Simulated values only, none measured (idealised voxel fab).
process module | voxel ribs on slabs
cross-section cut | 290 nm wide | cells 5 nm
A cross-section is a grid of square cells, given in bands from the top down. A band is one or more rows of cells.
Each band's line starts with the height of the band's top and of its bottom, in nm. Then come its materials from left to right, each with its width in nm. One material with "throughout" fills the band from edge to edge. "air" is empty space.
Height 0 is the level under which the wafer as received is all one material. The lowest band goes on downwards, as in "0 down".
A width such as "30 to 40" changes by the same amount from each row of cells to the next, from the band's top row to its bottom row.
"no change" after a step means that no cell of the cross-section changed.
closed voids: empty space of 8 cells or more with no open way to the top, each as width x height at its distance from the left edge, in nm
after a step's settings: what the simulator itself notes on the step
overlay nm, on a step with a mask: how far to the right of its planned place the mask lay; to the left if negative
plan
1 op RECEIVE | material Si
2 op DIRECTIONAL_DEP | material SiO2 | thk nm 25
3 op DIRECTIONAL_DEP | material polySi | thk nm 20
4 op DIRECTIONAL_DEP | material aC | thk nm 15
5 op PATTERN | tone cover | mask id RIB | material resist | width nm 25 | thk nm 35 | overlay nm 0
6 op DIRECTIONAL_ETCH | etch materials aC | depth nm 15
7 op STRIP | etch materials resist
8 op DIRECTIONAL_ETCH | etch materials polySi | depth nm 5
9 op STRIP | etch materials aC
10 op DIRECTIONAL_DEP | material aC | thk nm 15
11 op PATTERN | tone cover | mask id SLAB | material resist | width nm 85 | thk nm 30 | overlay nm 0
12 op DIRECTIONAL_ETCH | etch materials aC | depth nm 15
13 op STRIP | etch materials resist
14 op DIRECTIONAL_ETCH | etch materials polySi | depth nm 15
15 op STRIP | etch materials aC
16 op FILL_DEP | material SiO2 | thk nm 20
17 op CMP | height nm 55
18 op DIRECTIONAL_DEP | material TiN | thk nm 10
19 op PATTERN | tone cover | mask id HEATER | material resist | width nm 35 | thk nm 20 | overlay nm 0
20 op DIRECTIONAL_ETCH | etch materials TiN | depth nm 10
21 op STRIP | etch materials resist
22 op CONFORMAL_DEP | material SiO2 | thk nm 10
first wafer, as planned
as received, after step 1
  0 down: Si throughout
  closed voids: none
after step 2
  25 to 0: SiO2 throughout
  below 0: unchanged
after step 3
  45 to 25: polySi throughout
  below 25: unchanged
after step 4
  60 to 45: aC throughout
  below 45: unchanged
after step 5
  95 to 60: air 130 | resist 25 | air 135
  below 60: unchanged
after step 6
  80 to 60: air 130 | resist 25 | air 135
  60 to 45: air 130 | aC 25 | air 135
  below 45: unchanged
after step 7
  60 to 45: air 130 | aC 25 | air 135
  below 45: unchanged
after step 8
  60 to 45: air 130 | aC 25 | air 135
  45 to 40: air 130 | polySi 25 | air 135
  below 40: unchanged
after step 9
  45 to 40: air 130 | polySi 25 | air 135
  below 40: unchanged
after step 10
  60 to 55: air 130 | aC 25 | air 135
  55 to 45: aC throughout
  45 to 40: aC 130 | polySi 25 | aC 135
  below 40: unchanged
after step 11
  90 to 60: air 100 | resist 85 | air 105
  60 to 55: air 100 | resist 30 | aC 25 | resist 30 | air 105
  below 55: unchanged
after step 12
  75 to 60: air 100 | resist 85 | air 105
  60 to 55: air 100 | resist 30 | aC 25 | resist 30 | air 105
  55 to 45: air 100 | aC 85 | air 105
  45 to 40: air 100 | aC 30 | polySi 25 | aC 30 | air 105
  below 40: unchanged
after step 13
  60 to 55: air 130 | aC 25 | air 135
  below 55: unchanged
after step 14
  60 to 55: air 130 | aC 25 | air 135
  55 to 45: air 100 | aC 85 | air 105
  45 to 40: air 100 | aC 30 | polySi 25 | aC 30 | air 105
  40 to 25: air 100 | polySi 85 | air 105
  below 25: unchanged
after step 15
  45 to 40: air 130 | polySi 25 | air 135
  below 40: unchanged
after step 16
  65 to 45: SiO2 throughout
  45 to 40: SiO2 130 | polySi 25 | SiO2 135
  40 to 25: SiO2 100 | polySi 85 | SiO2 105
  below 25: unchanged
after step 17
  55 to 45: SiO2 throughout
  below 45: unchanged
after step 18
  65 to 55: TiN throughout
  below 55: unchanged
after step 19
  85 to 65: air 125 | resist 35 | air 130
  below 65: unchanged
after step 20
  85 to 65: air 125 | resist 35 | air 130
  65 to 55: air 125 | TiN 35 | air 130
  below 55: unchanged
after step 21
  65 to 55: air 125 | TiN 35 | air 130
  below 55: unchanged
after step 22
  75 to 65: air 115 | SiO2 55 | air 120
  65 to 55: SiO2 125 | TiN 35 | SiO2 130
  below 55: unchanged
second wafer: like start, like plan, one mistake. Through step 3 it matches the first wafer
when step 4 should have ended
  60 to 25: polySi throughout
  below 25: unchanged
when step 5 should have ended
  95 to 60: air 130 | resist 25 | air 135
  below 60: unchanged
when step 6 should have ended
  80 to 60: air 130 | resist 25 | air 135
  below 60: unchanged
when step 7 should have ended
  60 to 25: polySi throughout
  below 25: unchanged
when step 8 should have ended
  55 to 25: polySi throughout
  below 25: unchanged
when step 9 should have ended: no change
when step 10 should have ended
  70 to 55: aC throughout
  below 55: unchanged
when step 11 should have ended
  100 to 70: air 100 | resist 85 | air 105
  below 70: unchanged
when step 12 should have ended
  85 to 70: air 100 | resist 85 | air 105
  70 to 55: air 100 | aC 85 | air 105
  below 55: unchanged
when step 13 should have ended
  70 to 55: air 100 | aC 85 | air 105
  below 55: unchanged
when step 14 should have ended
  70 to 55: air 100 | aC 85 | air 105
  55 to 40: air 100 | polySi 85 | air 105
  below 40: unchanged
when step 15 should have ended
  55 to 40: air 100 | polySi 85 | air 105
  below 40: unchanged
when step 16 should have ended
  75 to 55: SiO2 throughout
  55 to 40: SiO2 100 | polySi 85 | SiO2 105
  below 40: unchanged
when step 17 should have ended
  55 to 40: SiO2 100 | polySi 85 | SiO2 105
  below 40: unchanged
when step 18 should have ended
  65 to 55: TiN throughout
  below 55: unchanged
when step 19 should have ended
  85 to 65: air 125 | resist 35 | air 130
  below 65: unchanged
when step 20 should have ended
  85 to 65: air 125 | resist 35 | air 130
  65 to 55: air 125 | TiN 35 | air 130
  below 55: unchanged
when step 21 should have ended
  65 to 55: air 125 | TiN 35 | air 130
  below 55: unchanged
when step 22 should have ended
  75 to 65: air 115 | SiO2 55 | air 120
  65 to 55: SiO2 125 | TiN 35 | SiO2 130
  below 55: unchanged
what went wrong: step 4 ran as: op DIRECTIONAL_DEP | material polySi | thk nm 15
at the end the second wafer has, in cells: 169 fewer of SiO2 | 169 more of polySi
